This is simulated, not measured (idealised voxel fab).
The document below concerns the process module designated voxel trench capacitor.
We display cut, a cross-section 200 nm in width whose square cells are each 5 nm.
Heads up, the way a cross-section reads in here is a grid of square cells, handed over as bands from the top down, with every band being one or more rows of cells.
The band entry comprises the height of the band's top followed by the height of its bottom, expressed in nm, and subsequently the band's materials from left to right, each stated together with its width in nm. Where a single material is marked with the word "edge to edge", that material fills the band from edge to edge. The word "air" represents empty space.
Where do heights start? At 0: under that level the wafer as delivered is made of one material only. And the lowest band has no floor; it just carries on downward, as in "from 0 down".
A width given as "30 to 40" starts at the first number in the band's top row and ends at the second number in its bottom row, shifting by an equal amount at every step from row to row.
"left unchanged" after a step means that no cell of the cross-section changed.
Basically, "closed voids" tells you about the enclosed voids: empty spaces with no open way to the top, 8 cells or bigger, each written width x height at distance, where distance is from the left edge, all in nm.
Step line, after settings: the simulator's comment on this step.
overlay nm: how far to the right of its planned place the mask lay on this masked step (negative: to the left).
Planned process steps:
1,op RECEIVE | material Si
2,op CONFORMAL_DEP | material SiN | thk nm 5
3,op MASKED_ETCH | tone open | mask id TRENCH | width nm 15 | pitch nm 45 | etch materials SiN | depth nm 5 | overlay nm 0
4,op MASKED_ETCH | tone open | mask id TRENCH | width nm 15 | pitch nm 45 | etch materials Si | depth nm 40 | overlay nm 0
5,op CONFORMAL_DEP | material SiO2 | thk nm 5
6,op FILL_DEP | material polySi | thk nm 5
7,op CMP | height nm 5
The following pertains to the first of two wafers, which was processed as planned:
Wafer cross-section on receipt, i.e. after step 1:
> from 0 down  Si edge to edge
> closed voids: none
Upon completion of step 2, the wafer appears in cross-section as shown:
> from 5 to 0  SiN edge to edge
> Lower than 0, everything is as it was.
Upon completion of step 3, the wafer appears in cross-section as shown:
> from 5 to 0  SiN 45 nm  air 15 nm  SiN 30 nm  air 15 nm  SiN 30 nm  air 15 nm  SiN 50 nm
> Lower than 0, everything is as it was.
Upon completion of step 4, the wafer appears in cross-section as shown:
> from 5 to 0  SiN 45 nm  air 15 nm  SiN 30 nm  air 15 nm  SiN 30 nm  air 15 nm  SiN 50 nm
> from 0 to -40  Si 45 nm  air 15 nm  Si 30 nm  air 15 nm  Si 30 nm  air 15 nm  Si 50 nm
> Lower than -40, everything is as it was.
Upon completion of step 5, the wafer appears in cross-section as shown:
> from 10 to 5  SiO2 50 nm  air 5 nm  SiO2 40 nm  air 5 nm  SiO2 40 nm  air 5 nm  SiO2 55 nm
> from 5 to 0  SiN 45 nm  SiO2 5 nm  air 5 nm  SiO2 5 nm  SiN 30 nm  SiO2 5 nm  air 5 nm  SiO2 5 nm  SiN 30 nm  SiO2 5 nm  air 5 nm  SiO2 5 nm  SiN 50 nm
> from 0 to -35  Si 45 nm  SiO2 5 nm  air 5 nm  SiO2 5 nm  Si 30 nm  SiO2 5 nm  air 5 nm  SiO2 5 nm  Si 30 nm  SiO2 5 nm  air 5 nm  SiO2 5 nm  Si 50 nm
> from -35 to -40  Si 45 nm  SiO2 15 nm  Si 30 nm  SiO2 15 nm  Si 30 nm  SiO2 15 nm  Si 50 nm
> Lower than -40, everything is as it was.
Upon completion of step 6, the wafer appears in cross-section as shown:
> from 15 to 10  polySi edge to edge
> from 10 to 5  SiO2 50 nm  polySi 5 nm  SiO2 40 nm  polySi 5 nm  SiO2 40 nm  polySi 5 nm  SiO2 55 nm
> from 5 to 0  SiN 45 nm  SiO2 5 nm  polySi 5 nm  SiO2 5 nm  SiN 30 nm  SiO2 5 nm  polySi 5 nm  SiO2 5 nm  SiN 30 nm  SiO2 5 nm  polySi 5 nm  SiO2 5 nm  SiN 50 nm
> from 0 to -35  Si 45 nm  SiO2 5 nm  polySi 5 nm  SiO2 5 nm  Si 30 nm  SiO2 5 nm  polySi 5 nm  SiO2 5 nm  Si 30 nm  SiO2 5 nm  polySi 5 nm  SiO2 5 nm  Si 50 nm
> Lower than -35, everything is as it was.
Upon completion of step 7, the wafer appears in cross-section as shown:
> from 5 to 0  SiN 45 nm  SiO2 5 nm  polySi 5 nm  SiO2 5 nm  SiN 30 nm  SiO2 5 nm  polySi 5 nm  SiO2 5 nm  SiN 30 nm  SiO2 5 nm  polySi 5 nm  SiO2 5 nm  SiN 50 nm
> Lower than 0, everything is as it was.
Here the second wafer is described. Its start and its plan were those of the first wafer. Its run contained one mistake. Up to and including step 6, it did exactly what the first wafer did:
Second wafer cross-section, taken as of the time the plan sets for step 7 to be done:
> from 5 to 0  SiN 45 nm  SiO2 5 nm  polySi 5 nm  SiO2 5 nm  SiN 30 nm  SiO2 5 nm  polySi 5 nm  SiO2 5 nm  SiN 30 nm  SiO2 5 nm  polySi 5 nm  SiO2 5 nm  SiN 50 nm
> Lower than 0, everything is as it was.
Plan not followed: plan step 7 was twice executed
The two wafers wind up with the same cross-section at the end, so whatever this model computes is the same despite the mistake.
